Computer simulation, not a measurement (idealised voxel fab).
process module | voxel quadruple lines
cross-section cut | 170 nm wide | cells 5 nm
A cross-section is a grid of square cells, given in bands from the top down. A band is one or more rows of cells.
Each band's line starts with the height of the band's top and of its bottom, in nm. Then come its materials from left to right, each with its width in nm. One material with "throughout" fills the band from edge to edge. "air" is empty space.
Height 0 is the level under which the wafer as received is all one material. The lowest band goes on downwards, as in "0 down".
A width such as "30 to 40" changes by the same amount from each row of cells to the next, from the band's top row to its bottom row.
"no change" after a step means that no cell of the cross-section changed.
closed voids: empty space of 8 cells or more with no open way to the top, each as width x height at its distance from the left edge, in nm
after a step's settings: what the simulator itself notes on the step
overlay nm, on a step with a mask: how far to the right of its planned place the mask lay; to the left if negative
plan
1 op RECEIVE | material Si
2 op CONFORMAL_DEP | material Al2O3 | thk nm 5
3 op DIRECTIONAL_DEP | material W | thk nm 10
4 op DIRECTIONAL_DEP | material polySi | thk nm 15
5 op DIRECTIONAL_DEP | material aC | thk nm 25
6 op PATTERN | tone cover | mask id MANDREL | material resist | width nm 30 | thk nm 35 | overlay nm 0
7 op DIRECTIONAL_ETCH | etch materials aC | depth nm 25
8 op STRIP | etch materials resist
9 op CONFORMAL_DEP | material SiO2 | thk nm 10
10 op DIRECTIONAL_ETCH | etch materials SiO2 | depth nm 10
11 op STRIP | etch materials aC
12 op DIRECTIONAL_ETCH | etch materials polySi | depth nm 15
13 op STRIP | etch materials SiO2
14 op CONFORMAL_DEP | material SiCN | thk nm 10
15 op DIRECTIONAL_ETCH | etch materials SiCN | depth nm 10
16 op STRIP | etch materials polySi
17 op DIRECTIONAL_ETCH | etch materials W | depth nm 10
18 op STRIP | etch materials SiCN
19 op FILL_DEP | material lowk | thk nm 10
20 op CMP | height nm 15
as received, after step 1
  0 down: Si throughout
  closed voids: none
a wafer at the end: this start, this plan, one mistake
  15 to 5: lowk 40 | W 10 | lowk 10 | W 10 | lowk 10 | W 10 | lowk 10 | W 10 | lowk 60
  5 to 0: Al2O3 throughout
  0 down: Si throughout
  closed voids: none
what went wrong: step 6 ran as: op PATTERN | tone cover | mask id MANDREL | material resist | width nm 30 | thk nm 35 | overlay nm -10
